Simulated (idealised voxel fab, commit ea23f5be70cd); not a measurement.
process module | voxel transistor to metal
Cross-section cut spans 180 nm and uses square cells 5 nm in size.
Format of a cross-section: grid, square cells. Given as bands. Order: top down. Band: one or more rows of cells. Per band: top height and bottom height in nm, followed by the left-to-right materials and their widths in nm; "everywhere" marks a single material spanning edge to edge, "empty" marks empty space. Where do heights start? At 0: under that level the wafer as delivered is made of one material only. And the lowest band has no floor; it just carries on downward, as in "0 nm and below". Width: "30 to 40" (first number = top row, second number = bottom row, same change from row to row of cells). Key: "nothing got changed" - step with no changed cell in the cross-section. The entry "Sealed void listing" lists the empty spaces that cover at least 8 cells and have no open path to the top. Each is written as width x height at distance, where the distance is measured from the left edge and all three values are in nm. Heads up: the bit after the settings on a step's line is the simulator's remark on that step. "overlay nm", when on a step's line for a step with a mask, measures how far to the right of its planned place the mask lay; a negative measure means to the left. Note: before/after cross-section pairs follow, one process step per pair, after-side truncated at the lowest changed band, step and settings given beneath. Different runs of this module on the same starting wafer may supply the pairs; a pair continues the one above only where the "Prior to step" entry says so.

**Prior to step**
* 0 nm and below | Si everywhere
* Sealed void listing: none

**Step Result**
* 5 nm to 0 nm | SiO2 everywhere
* Whatever lies below 0 is exactly as it was before.
* Sealed void listing: none
Processing between the before and after sections above: CONFORMAL_DEP,material SiO2,thk nm 5

Prior to step: This step starts from the configuration shown after the step in the pair immediately above.

**Step Result**
* 15 nm to 5 nm | SiN everywhere
* Whatever lies below 5 is exactly as it was before.
* Sealed void listing: none
Processing between the before and after sections above: CONFORMAL_DEP,material SiN,thk nm 10

Prior to step: This step starts from the configuration shown after the step in the pair immediately above.

**Step Result**
* 15 nm to 5 nm | empty=35  SiN=110  empty=35
* Whatever lies below 5 is exactly as it was before.
* Sealed void listing: none
Processing between the before and after sections above: MASKED_ETCH,tone cover,mask id ACTIVE,width nm 110,etch materials SiN,depth nm 10,overlay nm 0

Prior to step: This step starts from the configuration shown after the step in the pair immediately above.

**Step Result**
* 15 nm to 5 nm | empty=35  SiN=110  empty=35
* 5 nm to 0 nm | empty=35  SiO2=110  empty=35
* Whatever lies below 0 is exactly as it was before.
* Sealed void listing: none
Processing between the before and after sections above: MASKED_ETCH,tone cover,mask id ACTIVE,width nm 110,etch materials SiO2,depth nm 5,overlay nm 0

Prior to step: This step starts from the configuration shown after the step in the pair immediately above.

**Step Result**
* 15 nm to 5 nm | empty=35  SiN=110  empty=35
* 5 nm to 0 nm | empty=35  SiO2=110  empty=35
* 0 nm to -30 nm | empty=35  Si=110  empty=35
* Whatever lies below -30 is exactly as it was before.
* Sealed void listing: none
Processing between the before and after sections above: MASKED_ETCH,tone cover,mask id ACTIVE,width nm 110,etch materials Si,depth nm 30,overlay nm 0

Prior to step: This step starts from the configuration shown after the step in the pair immediately above.

**Step Result**
* 15 nm to 5 nm | empty=35  SiN=110  empty=35
* 5 nm to 0 nm | empty=35  SiO2=110  empty=35
* 0 nm to -30 nm | empty=35  SiO2=5  Si=100  SiO2=5  empty=35
* -30 nm to -35 nm | SiO2=40  Si=100  SiO2=40
* Whatever lies below -35 is exactly as it was before.
* Sealed void listing: none
Processing between the before and after sections above: OXIDIZE,depth nm 5

Prior to step: This step starts from the configuration shown after the step in the pair immediately above.

**Step Result**
* 20 nm to 15 nm | SiO2 everywhere
* 15 nm to 5 nm | SiO2=35  SiN=110  SiO2=35
* 5 nm to 0 nm | SiO2 everywhere
* 0 nm to -35 nm | SiO2=40  Si=100  SiO2=40
* Whatever lies below -35 is exactly as it was before.
* Sealed void listing: none
Processing between the before and after sections above: FILL_DEP,material SiO2,thk nm 5

Prior to step: This step starts from the configuration shown after the step in the pair immediately above.

**Step Result**
* 15 nm to 5 nm | SiO2=35  SiN=110  SiO2=35
* Whatever lies below 5 is exactly as it was before.
* Sealed void listing: none
Processing between the before and after sections above: CMP,height nm 15

Prior to step: This step starts from the configuration shown after the step in the pair immediately above.

**Step Result**
* 15 nm to 5 nm | empty=35  SiN=110  empty=35
* Whatever lies below 5 is exactly as it was before.
* Sealed void listing: none
Processing between the before and after sections above: SELECTIVE_ETCH,etch materials SiO2,depth nm 10

Prior to step: This step starts from the configuration shown after the step in the pair immediately above.

**Step Result**
* 5 nm to 0 nm | SiO2 everywhere
* Whatever lies below 0 is exactly as it was before.
* Sealed void listing: none
Processing between the before and after sections above: STRIP,etch materials SiN

Prior to step: This step starts from the configuration shown after the step in the pair immediately above.

**Step Result**
* 0 nm to -35 nm | SiO2=40  Si=100  SiO2=40
* Whatever lies below -35 is exactly as it was before.
* Sealed void listing: none
Processing between the before and after sections above: SELECTIVE_ETCH,etch materials SiO2,depth nm 5

Prior to step: This step starts from the configuration shown after the step in the pair immediately above.

**Step Result**
* 0 nm to -5 nm | SiO2 everywhere
* Whatever lies below -5 is exactly as it was before.
* Sealed void listing: none
Processing between the before and after sections above: OXIDIZE,depth nm 5

Prior to step: This step starts from the configuration shown after the step in the pair immediately above.

**Step Result**
* 20 nm to 0 nm | polySi everywhere
* Whatever lies below 0 is exactly as it was before.
* Sealed void listing: none
Processing between the before and after sections above: DIRECTIONAL_DEP,material polySi,thk nm 20

Prior to step: This step starts from the configuration shown after the step in the pair immediately above.

**Step Result**
* 30 nm to 20 nm | SiCN everywhere
* Whatever lies below 20 is exactly as it was before.
* Sealed void listing: none
Processing between the before and after sections above: DIRECTIONAL_DEP,material SiCN,thk nm 10

Prior to step: This step starts from the configuration shown after the step in the pair immediately above.

**Step Result**
* 45 nm to 30 nm | empty=75  resist=30  empty=75
* Whatever lies below 30 is exactly as it was before.
* Sealed void listing: none
Processing between the before and after sections above: PATTERN,tone cover,mask id GATE,material resist,width nm 30,thk nm 15,overlay nm 0

Prior to step: This step starts from the configuration shown after the step in the pair immediately above.

**Step Result**
* 45 nm to 30 nm | empty=75  resist=30  empty=75
* 30 nm to 20 nm | empty=75  SiCN=30  empty=75
* Whatever lies below 20 is exactly as it was before.
* Sealed void listing: none
Processing between the before and after sections above: DIRECTIONAL_ETCH,etch materials SiCN,depth nm 20

Prior to step: This step starts from the configuration shown after the step in the pair immediately above.

**Step Result**
* 45 nm to 30 nm | empty=75  resist=30  empty=75
* 30 nm to 20 nm | empty=75  SiCN=30  empty=75
* 20 nm to 0 nm | empty=75  polySi=30  empty=75
* Whatever lies below 0 is exactly as it was before.
* Sealed void listing: none
Processing between the before and after sections above: DIRECTIONAL_ETCH,etch materials polySi,depth nm 30

Prior to step: This step starts from the configuration shown after the step in the pair immediately above.

**Step Result**
* 30 nm to 20 nm | empty=75  SiCN=30  empty=75
* Whatever lies below 20 is exactly as it was before.
* Sealed void listing: none
Processing between the before and after sections above: STRIP,etch materials resist

Prior to step: This step starts from the configuration shown after the step in the pair immediately above.

**Step Result**
* 40 nm to 30 nm | empty=65  SiN=50  empty=65
* 30 nm to 20 nm | empty=65  SiN=10  SiCN=30  SiN=10  empty=65
* 20 nm to 10 nm | empty=65  SiN=10  polySi=30  SiN=10  empty=65
* 10 nm to 0 nm | SiN=75  polySi=30  SiN=75
* Whatever lies below 0 is exactly as it was before.
* Sealed void listing: none
Processing between the before and after sections above: CONFORMAL_DEP,material SiN,thk nm 10

Prior to step: This step starts from the configuration shown after the step in the pair immediately above.

**Step Result**
* 30 nm to 20 nm | empty=65  SiN=10  SiCN=30  SiN=10  empty=65
* 20 nm to 0 nm | empty=65  SiN=10  polySi=30  SiN=10  empty=65
* Whatever lies below 0 is exactly as it was before.
* Sealed void listing: none
Processing between the before and after sections above: DIRECTIONAL_ETCH,etch materials SiN,depth nm 10

Prior to step: This step starts from the configuration shown after the step in the pair immediately above.

**Step Result**
* 30 nm to 20 nm | empty=65  SiN=10  SiCN=30  SiN=10  empty=65
* 20 nm to 0 nm | empty=65  SiN=10  polySi=30  SiN=10  empty=65
* 0 nm to -5 nm | empty=65  SiO2=50  empty=65
* Whatever lies below -5 is exactly as it was before.
* Sealed void listing: none
Processing between the before and after sections above: DIRECTIONAL_ETCH,etch materials SiO2,depth nm 5

Prior to step: This step starts from the configuration shown after the step in the pair immediately above.

**Step Result**
* 30 nm to 20 nm | empty=65  SiN=10  SiCN=30  SiN=10  empty=65
* 20 nm to 0 nm | empty=65  SiN=10  polySi=30  SiN=10  empty=65
* 0 nm to -5 nm | empty=35  pSi=30  SiO2=50  pSi=30  empty=35
* Whatever lies below -5 is exactly as it was before.
* Sealed void listing: none
Processing between the before and after sections above: EPI,material pSi,thk nm 5

Prior to step: This step starts from the configuration shown after the step in the pair immediately above.

**Step Result**
* 40 nm to 30 nm | SiO2 everywhere
* 30 nm to 20 nm | SiO2=65  SiN=10  SiCN=30  SiN=10  SiO2=65
* 20 nm to 0 nm | SiO2=65  SiN=10  polySi=30  SiN=10  SiO2=65
* 0 nm to -5 nm | SiO2=35  pSi=30  SiO2=50  pSi=30  SiO2=35
* Whatever lies below -5 is exactly as it was before.
* Sealed void listing: none
Processing between the before and after sections above: FILL_DEP,material SiO2,thk nm 10

Prior to step: This step starts from the configuration shown after the step in the pair immediately above.

**Step Result**
* 20 nm to 0 nm | SiO2=65  SiN=10  polySi=30  SiN=10  SiO2=65
* Whatever lies below 0 is exactly as it was before.
* Sealed void listing: none
Processing between the before and after sections above: CMP,height nm 20

Prior to step: This step starts from the configuration shown after the step in the pair immediately above.

**Step Result**
* 20 nm to 0 nm | SiO2=65  SiN=10  empty=30  SiN=10  SiO2=65
* Whatever lies below 0 is exactly as it was before.
* Sealed void listing: none
Processing between the before and after sections above: STRIP,etch materials polySi

Prior to step: This step starts from the configuration shown after the step in the pair immediately above.

**Step Result**
* 20 nm to 15 nm | empty=65  SiN=10  empty=30  SiN=10  empty=65
* 15 nm to 0 nm | SiO2=65  SiN=10  empty=30  SiN=10  SiO2=65
* 0 nm to -5 nm | SiO2=35  pSi=30  SiO2=5  empty=40  SiO2=5  pSi=30  SiO2=35
* Whatever lies below -5 is exactly as it was before.
* Sealed void listing: none
Processing between the before and after sections above: SELECTIVE_ETCH,etch materials SiO2,depth nm 5

Prior to step: This step starts from the configuration shown after the step in the pair immediately above.

**Step Result**
* 25 nm to 20 nm | empty=60  HfO2=20  empty=20  HfO2=20  empty=60
* 20 nm to 15 nm | HfO2=65  SiN=10  HfO2=5  empty=20  HfO2=5  SiN=10  HfO2=65
* 15 nm to 0 nm | SiO2=65  SiN=10  HfO2=5  empty=20  HfO2=5  SiN=10  SiO2=65
* 0 nm to -5 nm | SiO2=35  pSi=30  SiO2=5  HfO2=40  SiO2=5  pSi=30  SiO2=35
* Whatever lies below -5 is exactly as it was before.
* Sealed void listing: none
Processing between the before and after sections above: CONFORMAL_DEP,material HfO2,thk nm 5

Prior to step: This step starts from the configuration shown after the step in the pair immediately above.

**Step Result**
* 30 nm to 25 nm | empty=55  TiN=30  empty=10  TiN=30  empty=55
* 25 nm to 20 nm | TiN=60  HfO2=20  TiN=5  empty=10  TiN=5  HfO2=20  TiN=60
* 20 nm to 15 nm | HfO2=65  SiN=10  HfO2=5  TiN=5  empty=10  TiN=5  HfO2=5  SiN=10  HfO2=65
* 15 nm to 5 nm | SiO2=65  SiN=10  HfO2=5  TiN=5  empty=10  TiN=5  HfO2=5  SiN=10  SiO2=65
* 5 nm to 0 nm | SiO2=65  SiN=10  HfO2=5  TiN=20  HfO2=5  SiN=10  SiO2=65
* Whatever lies below 0 is exactly as it was before.
* Sealed void listing: none
Processing between the before and after sections above: CONFORMAL_DEP,material TiN,thk nm 5

Prior to step: This step starts from the configuration shown after the step in the pair immediately above.

**Step Result**
* 40 nm to 30 nm | W everywhere
* 30 nm to 25 nm | W=55  TiN=30  W=10  TiN=30  W=55
* 25 nm to 20 nm | TiN=60  HfO2=20  TiN=5  W=10  TiN=5  HfO2=20  TiN=60
* 20 nm to 15 nm | HfO2=65  SiN=10  HfO2=5  TiN=5  W=10  TiN=5  HfO2=5  SiN=10  HfO2=65
* 15 nm to 5 nm | SiO2=65  SiN=10  HfO2=5  TiN=5  W=10  TiN=5  HfO2=5  SiN=10  SiO2=65
* Whatever lies below 5 is exactly as it was before.
* Sealed void listing: none
Processing between the before and after sections above: FILL_DEP,material W,thk nm 10

Prior to step: This step starts from the configuration shown after the step in the pair immediately above.

**Step Result**
* 15 nm to 5 nm | SiO2=65  SiN=10  HfO2=5  TiN=5  W=10  TiN=5  HfO2=5  SiN=10  SiO2=65
* Whatever lies below 5 is exactly as it was before.
* Sealed void listing: none
Processing between the before and after sections above: CMP,height nm 15

Prior to step: This step starts from the configuration shown after the step in the pair immediately above.

**Step Result**
* 25 nm to 15 nm | SiO2 everywhere
* Whatever lies below 15 is exactly as it was before.
* Sealed void listing: none
Processing between the before and after sections above: DIRECTIONAL_DEP,material SiO2,thk nm 10

Prior to step: This step starts from the configuration shown after the step in the pair immediately above.

**Step Result**
* 25 nm to 15 nm | SiO2=40  empty=20  SiO2=60  empty=20  SiO2=40
* 15 nm to 5 nm | SiO2=40  empty=20  SiO2=5  SiN=10  HfO2=5  TiN=5  W=10  TiN=5  HfO2=5  SiN=10  SiO2=5  empty=20  SiO2=40
* 5 nm to 0 nm | SiO2=40  empty=20  SiO2=5  SiN=10  HfO2=5  TiN=20  HfO2=5  SiN=10  SiO2=5  empty=20  SiO2=40
* Whatever lies below 0 is exactly as it was before.
* Sealed void listing: none
Processing between the before and after sections above: MASKED_ETCH,tone open,mask id CONTACT,width nm 20,pitch nm 80,etch materials SiO2,depth nm 25,overlay nm 0

Prior to step: This step starts from the configuration shown after the step in the pair immediately above.

**Step Result**
* 30 nm to 25 nm | TiN=45  empty=10  TiN=70  empty=10  TiN=45
* 25 nm to 15 nm | SiO2=40  TiN=5  empty=10  TiN=5  SiO2=60  TiN=5  empty=10  TiN=5  SiO2=40
* 15 nm to 5 nm | SiO2=40  TiN=5  empty=10  TiN=5  SiO2=5  SiN=10  HfO2=5  TiN=5  W=10  TiN=5  HfO2=5  SiN=10  SiO2=5  TiN=5  empty=10  TiN=5  SiO2=40
* 5 nm to 0 nm | SiO2=40  TiN=20  SiO2=5  SiN=10  HfO2=5  TiN=20  HfO2=5  SiN=10  SiO2=5  TiN=20  SiO2=40
* Whatever lies below 0 is exactly as it was before.
* Sealed void listing: none
Processing between the before and after sections above: CONFORMAL_DEP,material TiN,thk nm 5

Prior to step: This step starts from the configuration shown after the step in the pair immediately above.

**Step Result**
* 35 nm to 30 nm | Ru everywhere
* 30 nm to 25 nm | TiN=45  Ru=10  TiN=70  Ru=10  TiN=45
* 25 nm to 15 nm | SiO2=40  TiN=5  Ru=10  TiN=5  SiO2=60  TiN=5  Ru=10  TiN=5  SiO2=40
* 15 nm to 5 nm | SiO2=40  TiN=5  Ru=10  TiN=5  SiO2=5  SiN=10  HfO2=5  TiN=5  W=10  TiN=5  HfO2=5  SiN=10  SiO2=5  TiN=5  Ru=10  TiN=5  SiO2=40
* Whatever lies below 5 is exactly as it was before.
* Sealed void listing: none
Processing between the before and after sections above: FILL_DEP,material Ru,thk nm 5

Prior to step: This step starts from the configuration shown after the step in the pair immediately above.

**Step Result**
* 25 nm to 15 nm | SiO2=40  TiN=5  Ru=10  TiN=5  SiO2=60  TiN=5  Ru=10  TiN=5  SiO2=40
* Whatever lies below 15 is exactly as it was before.
* Sealed void listing: none
Processing between the before and after sections above: CMP,height nm 25

Prior to step: This step starts from the configuration shown after the step in the pair immediately above.

**Step Result**
* 30 nm to 25 nm | SiN everywhere
* Whatever lies below 25 is exactly as it was before.
* Sealed void listing: none
Processing between the before and after sections above: CONFORMAL_DEP,material SiN,thk nm 5

Prior to step: This step starts from the configuration shown after the step in the pair immediately above.

**Step Result**
* 50 nm to 30 nm | lowk everywhere
* Whatever lies below 30 is exactly as it was before.
* Sealed void listing: none
Processing between the before and after sections above: DIRECTIONAL_DEP,material lowk,thk nm 20

Prior to step: This step starts from the configuration shown after the step in the pair immediately above.

**Step Result**
* 65 nm to 50 nm | aC everywhere
* Whatever lies below 50 is exactly as it was before.
* Sealed void listing: none
Processing between the before and after sections above: DIRECTIONAL_DEP,material aC,thk nm 15

Prior to step: This step starts from the configuration shown after the step in the pair immediately above.

**Step Result**
* 95 nm to 65 nm | resist=40  empty=20  resist=60  empty=20  resist=40
* Whatever lies below 65 is exactly as it was before.
* Sealed void listing: none
Processing between the before and after sections above: PATTERN,tone open,mask id METAL_1,material resist,width nm 20,pitch nm 80,thk nm 30,overlay nm 0

Prior to step: This step starts from the configuration shown after the step in the pair immediately above.

**Step Result**
* 80 nm to 65 nm | resist=40  empty=20  resist=60  empty=20  resist=40
* 65 nm to 50 nm | aC=40  empty=20  aC=60  empty=20  aC=40
* Whatever lies below 50 is exactly as it was before.
* Sealed void listing: none
Processing between the before and after sections above: DIRECTIONAL_ETCH,etch materials aC,depth nm 15

Prior to step: This step starts from the configuration shown after the step in the pair immediately above.

**Step Result**
* 65 nm to 50 nm | aC=40  empty=20  aC=60  empty=20  aC=40
* Whatever lies below 50 is exactly as it was before.
* Sealed void listing: none
Processing between the before and after sections above: STRIP,etch materials resist

Prior to step: This step starts from the configuration shown after the step in the pair immediately above.

**Step Result**
* 65 nm to 50 nm | aC=40  empty=20  aC=60  empty=20  aC=40
* 50 nm to 30 nm | lowk=40  empty=20  lowk=60  empty=20  lowk=40
* Whatever lies below 30 is exactly as it was before.
* Sealed void listing: none
Processing between the before and after sections above: DIRECTIONAL_ETCH,etch materials lowk,depth nm 20

Prior to step: This step starts from the configuration shown after the step in the pair immediately above.

**Step Result**
* 65 nm to 50 nm | aC=40  empty=20  aC=60  empty=20  aC=40
* 50 nm to 30 nm | lowk=40  empty=20  lowk=60  empty=20  lowk=40
* 30 nm to 25 nm | SiN=40  empty=20  SiN=60  empty=20  SiN=40
* Whatever lies below 25 is exactly as it was before.
* Sealed void listing: none
Processing between the before and after sections above: DIRECTIONAL_ETCH,etch materials SiN,depth nm 5

Prior to step: This step starts from the configuration shown after the step in the pair immediately above.

**Step Result**
* 50 nm to 30 nm | lowk=40  empty=20  lowk=60  empty=20  lowk=40
* Whatever lies below 30 is exactly as it was before.
* Sealed void listing: none
Processing between the before and after sections above: STRIP,etch materials aC

Prior to step: This step starts from the configuration shown after the step in the pair immediately above.

**Step Result**
* 55 nm to 50 nm | TiN=45  empty=10  TiN=70  empty=10  TiN=45
* 50 nm to 30 nm | lowk=40  TiN=5  empty=10  TiN=5  lowk=60  TiN=5  empty=10  TiN=5  lowk=40
* 30 nm to 25 nm | SiN=40  TiN=20  SiN=60  TiN=20  SiN=40
* Whatever lies below 25 is exactly as it was before.
* Sealed void listing: none
Processing between the before and after sections above: CONFORMAL_DEP,material TiN,thk nm 5

Prior to step: This step starts from the configuration shown after the step in the pair immediately above.

**Step Result**
* 60 nm to 55 nm | Cu everywhere
* 55 nm to 50 nm | TiN=45  Cu=10  TiN=70  Cu=10  TiN=45
* 50 nm to 30 nm | lowk=40  TiN=5  Cu=10  TiN=5  lowk=60  TiN=5  Cu=10  TiN=5  lowk=40
* Whatever lies below 30 is exactly as it was before.
* Sealed void listing: none
Processing between the before and after sections above: FILL_DEP,material Cu,thk nm 5

Prior to step: This step starts from the configuration shown after the step in the pair immediately above.

**Step Result**
* 50 nm to 30 nm | lowk=40  TiN=5  Cu=10  TiN=5  lowk=60  TiN=5  Cu=10  TiN=5  lowk=40
* Whatever lies below 30 is exactly as it was before.
* Sealed void listing: none
Processing between the before and after sections above: CMP,height nm 50

Prior to step: This step starts from the configuration shown after the step in the pair immediately above.

**Step Result**
* 55 nm to 50 nm | SiCN everywhere
* Whatever lies below 50 is exactly as it was before.
* Sealed void listing: none
Processing between the before and after sections above: CONFORMAL_DEP,material SiCN,thk nm 5

Prior to step: This step starts from the configuration shown after the step in the pair immediately above.

**Step Result**
* 85 nm to 55 nm | SiO2 everywhere
* Whatever lies below 55 is exactly as it was before.
* Sealed void listing: none
Processing between the before and after sections above: DIRECTIONAL_DEP,material SiO2,thk nm 30

Prior to step: This step starts from the configuration shown after the step in the pair immediately above.

**Step Result**
* 85 nm to 55 nm | SiO2=40  empty=15  SiO2=65  empty=15  SiO2=45
* Whatever lies below 55 is exactly as it was before.
* Sealed void listing: none
Processing between the before and after sections above: MASKED_ETCH,tone open,mask id METAL_2_HOLES,width nm 15,pitch nm 80,etch materials SiO2,depth nm 30,overlay nm 0

Prior to step: This step starts from the configuration shown after the step in the pair immediately above.

**Step Result**
* 85 nm to 65 nm | SiO2=40  empty=20  SiO2=60  empty=20  SiO2=40
* Whatever lies below 65 is exactly as it was before.
* Sealed void listing: none
Processing between the before and after sections above: MASKED_ETCH,tone open,mask id METAL_2,width nm 20,pitch nm 80,etch materials SiO2,depth nm 20,overlay nm 0

Prior to step: This step starts from the configuration shown after the step in the pair immediately above.

**Step Result**
* 85 nm to 65 nm | SiO2=40  empty=20  SiO2=60  empty=20  SiO2=40
* 65 nm to 55 nm | SiO2=40  empty=15  SiO2=65  empty=15  SiO2=45
* 55 nm to 50 nm | SiCN=40  empty=15  SiCN=65  empty=15  SiCN=45
* Whatever lies below 50 is exactly as it was before.
* Sealed void listing: none
Processing between the before and after sections above: MASKED_ETCH,tone open,mask id METAL_2,width nm 20,pitch nm 80,etch materials SiCN,depth nm 5,overlay nm 0

Prior to step: This step starts from the configuration shown after the step in the pair immediately above.

**Step Result**
* 90 nm to 85 nm | TiN=45  empty=10  TiN=70  empty=10  TiN=45
* 85 nm to 70 nm | SiO2=40  TiN=5  empty=10  TiN=5  SiO2=60  TiN=5  empty=10  TiN=5  SiO2=40
* 70 nm to 65 nm | SiO2=40  TiN=5  empty=5  TiN=10  SiO2=60  TiN=5  empty=5  TiN=10  SiO2=40
* 65 nm to 55 nm | SiO2=40  TiN=5  empty=5  TiN=5  SiO2=65  TiN=5  empty=5  TiN=5  SiO2=45
* 55 nm to 50 nm | SiCN=40  TiN=15  SiCN=65  TiN=15  SiCN=45
* Whatever lies below 50 is exactly as it was before.
* Sealed void listing: none
Processing between the before and after sections above: CONFORMAL_DEP,material TiN,thk nm 5

Prior to step: This step starts from the configuration shown after the step in the pair immediately above.

**Step Result**
* 100 nm to 90 nm | Ru everywhere
* 90 nm to 85 nm | TiN=45  Ru=10  TiN=70  Ru=10  TiN=45
* 85 nm to 70 nm | SiO2=40  TiN=5  Ru=10  TiN=5  SiO2=60  TiN=5  Ru=10  TiN=5  SiO2=40
* 70 nm to 65 nm | SiO2=40  TiN=5  Ru=5  TiN=10  SiO2=60  TiN=5  Ru=5  TiN=10  SiO2=40
* 65 nm to 55 nm | SiO2=40  TiN=5  Ru=5  TiN=5  SiO2=65  TiN=5  Ru=5  TiN=5  SiO2=45
* Whatever lies below 55 is exactly as it was before.
* Sealed void listing: none
Processing between the before and after sections above: FILL_DEP,material Ru,thk nm 10

Prior to step: This step starts from the configuration shown after the step in the pair immediately above.

**Step Result**
* 85 nm to 70 nm | SiO2=40  TiN=5  Ru=10  TiN=5  SiO2=60  TiN=5  Ru=10  TiN=5  SiO2=40
* Whatever lies below 70 is exactly as it was before.
* Sealed void listing: none
Processing between the before and after sections above: CMP,height nm 85

Prior to step: This step starts from the configuration shown after the step in the pair immediately above.

**Step Result**
* 90 nm to 85 nm | SiN everywhere
* Whatever lies below 85 is exactly as it was before.
* Sealed void listing: none
Processing between the before and after sections above: CONFORMAL_DEP,material SiN,thk nm 5

**Prior to step**
* 0 nm to -5 nm | SiO2 everywhere
* -5 nm to -35 nm | SiO2=40  Si=100  SiO2=40
* -35 nm and below | Si everywhere
* Sealed void listing: none

**Step Result**
* 10 nm to 0 nm | SiCN everywhere
* Whatever lies below 0 is exactly as it was before.
* Sealed void listing: none
Processing between the before and after sections above: DIRECTIONAL_DEP,material SiCN,thk nm 10

Prior to step: This step starts from the configuration shown after the step in the pair immediately above.

**Step Result**
* 25 nm to 10 nm | empty=75  resist=30  empty=75
* Whatever lies below 10 is exactly as it was before.
* Sealed void listing: none
Processing between the before and after sections above: PATTERN,tone cover,mask id GATE,material resist,width nm 30,thk nm 15,overlay nm 0

Prior to step: This step starts from the configuration shown after the step in the pair immediately above.

**Step Result**
* 25 nm to 10 nm | empty=75  resist=30  empty=75
* 10 nm to 0 nm | empty=75  SiCN=30  empty=75
* Whatever lies below 0 is exactly as it was before.
* Sealed void listing: none
Processing between the before and after sections above: DIRECTIONAL_ETCH,etch materials SiCN,depth nm 20

Prior to step: This step starts from the configuration shown after the step in the pair immediately above.

**Step Result**
* 10 nm to 0 nm | empty=75  SiCN=30  empty=75
* Whatever lies below 0 is exactly as it was before.
* Sealed void listing: none
Processing between the before and after sections above: STRIP,etch materials resist

Prior to step: This step starts from the configuration shown after the step in the pair immediately above.

**Step Result**
* 20 nm to 10 nm | empty=65  SiN=50  empty=65
* 10 nm to 0 nm | SiN=75  SiCN=30  SiN=75
* Whatever lies below 0 is exactly as it was before.
* Sealed void listing: none
Processing between the before and after sections above: CONFORMAL_DEP,material SiN,thk nm 10

Prior to step: This step starts from the configuration shown after the step in the pair immediately above.

**Step Result**
* 10 nm to 0 nm | empty=65  SiN=10  SiCN=30  SiN=10  empty=65
* Whatever lies below 0 is exactly as it was before.
* Sealed void listing: none
Processing between the before and after sections above: DIRECTIONAL_ETCH,etch materials SiN,depth nm 10

Prior to step: This step starts from the configuration shown after the step in the pair immediately above.

**Step Result**
* 10 nm to 0 nm | empty=65  SiN=10  SiCN=30  SiN=10  empty=65
* 0 nm to -5 nm | empty=65  SiO2=50  empty=65
* Whatever lies below -5 is exactly as it was before.
* Sealed void listing: none
Processing between the before and after sections above: DIRECTIONAL_ETCH,etch materials SiO2,depth nm 5

Prior to step: This step starts from the configuration shown after the step in the pair immediately above.

**Step Result**
* 10 nm to 0 nm | empty=65  SiN=10  SiCN=30  SiN=10  empty=65
* 0 nm to -5 nm | empty=35  pSi=30  SiO2=50  pSi=30  empty=35
* Whatever lies below -5 is exactly as it was before.
* Sealed void listing: none
Processing between the before and after sections above: EPI,material pSi,thk nm 5

Prior to step: This step starts from the configuration shown after the step in the pair immediately above.

**Step Result**
* 20 nm to 10 nm | SiO2 everywhere
* 10 nm to 0 nm | SiO2=65  SiN=10  SiCN=30  SiN=10  SiO2=65
* 0 nm to -5 nm | SiO2=35  pSi=30  SiO2=50  pSi=30  SiO2=35
* Whatever lies below -5 is exactly as it was before.
* Sealed void listing: none
Processing between the before and after sections above: FILL_DEP,material SiO2,thk nm 10

Prior to step: This step starts from the configuration shown after the step in the pair immediately above.

**Step Result**
* 15 nm to 10 nm | SiO2 everywhere
* Whatever lies below 10 is exactly as it was before.
* Sealed void listing: none
Processing between the before and after sections above: SELECTIVE_ETCH,etch materials SiO2,depth nm 5

Prior to step: This step starts from the configuration shown after the step in the pair immediately above.

**Step Result**
* 20 nm to 15 nm | HfO2 everywhere
* Whatever lies below 15 is exactly as it was before.
* Sealed void listing: none
Processing between the before and after sections above: CONFORMAL_DEP,material HfO2,thk nm 5

Prior to step: This step starts from the configuration shown after the step in the pair immediately above.

**Step Result**
* 25 nm to 20 nm | TiN everywhere
* Whatever lies below 20 is exactly as it was before.
* Sealed void listing: none
Processing between the before and after sections above: CONFORMAL_DEP,material TiN,thk nm 5

Prior to step: This step starts from the configuration shown after the step in the pair immediately above.

**Step Result**
* 35 nm to 25 nm | W everywhere
* Whatever lies below 25 is exactly as it was before.
* Sealed void listing: none
Processing between the before and after sections above: FILL_DEP,material W,thk nm 10

Prior to step: This step starts from the configuration shown after the step in the pair immediately above.

**Step Result**
* 15 nm to 10 nm | SiO2 everywhere
* Whatever lies below 10 is exactly as it was before.
* Sealed void listing: none
Processing between the before and after sections above: CMP,height nm 15

Prior to step: This step starts from the configuration shown after the step in the pair immediately above.

**Step Result**
* 25 nm to 10 nm | SiO2 everywhere
* Whatever lies below 10 is exactly as it was before.
* Sealed void listing: none
Processing between the before and after sections above: DIRECTIONAL_DEP,material SiO2,thk nm 10

Prior to step: This step starts from the configuration shown after the step in the pair immediately above.

**Step Result**
* 25 nm to 10 nm | SiO2=40  empty=20  SiO2=60  empty=20  SiO2=40
* 10 nm to 0 nm | SiO2=40  empty=20  SiO2=5  SiN=10  SiCN=30  SiN=10  SiO2=5  empty=20  SiO2=40
* Whatever lies below 0 is exactly as it was before.
* Sealed void listing: none
Processing between the before and after sections above: MASKED_ETCH,tone open,mask id CONTACT,width nm 20,pitch nm 80,etch materials SiO2,depth nm 25,overlay nm 0

Prior to step: This step starts from the configuration shown after the step in the pair immediately above.

**Step Result**
* 30 nm to 25 nm | TiN=45  empty=10  TiN=70  empty=10  TiN=45
* 25 nm to 10 nm | SiO2=40  TiN=5  empty=10  TiN=5  SiO2=60  TiN=5  empty=10  TiN=5  SiO2=40
* 10 nm to 5 nm | SiO2=40  TiN=5  empty=10  TiN=5  SiO2=5  SiN=10  SiCN=30  SiN=10  SiO2=5  TiN=5  empty=10  TiN=5  SiO2=40
* 5 nm to 0 nm | SiO2=40  TiN=20  SiO2=5  SiN=10  SiCN=30  SiN=10  SiO2=5  TiN=20  SiO2=40
* Whatever lies below 0 is exactly as it was before.
* Sealed void listing: none
Processing between the before and after sections above: CONFORMAL_DEP,material TiN,thk nm 5

Prior to step: This step starts from the configuration shown after the step in the pair immediately above.

**Step Result**
* 35 nm to 30 nm | Ru everywhere
* 30 nm to 25 nm | TiN=45  Ru=10  TiN=70  Ru=10  TiN=45
* 25 nm to 10 nm | SiO2=40  TiN=5  Ru=10  TiN=5  SiO2=60  TiN=5  Ru=10  TiN=5  SiO2=40
* 10 nm to 5 nm | SiO2=40  TiN=5  Ru=10  TiN=5  SiO2=5  SiN=10  SiCN=30  SiN=10  SiO2=5  TiN=5  Ru=10  TiN=5  SiO2=40
* Whatever lies below 5 is exactly as it was before.
* Sealed void listing: none
Processing between the before and after sections above: FILL_DEP,material Ru,thk nm 5

Prior to step: This step starts from the configuration shown after the step in the pair immediately above.

**Step Result**
* 25 nm to 10 nm | SiO2=40  TiN=5  Ru=10  TiN=5  SiO2=60  TiN=5  Ru=10  TiN=5  SiO2=40
* Whatever lies below 10 is exactly as it was before.
* Sealed void listing: none
Processing between the before and after sections above: CMP,height nm 25
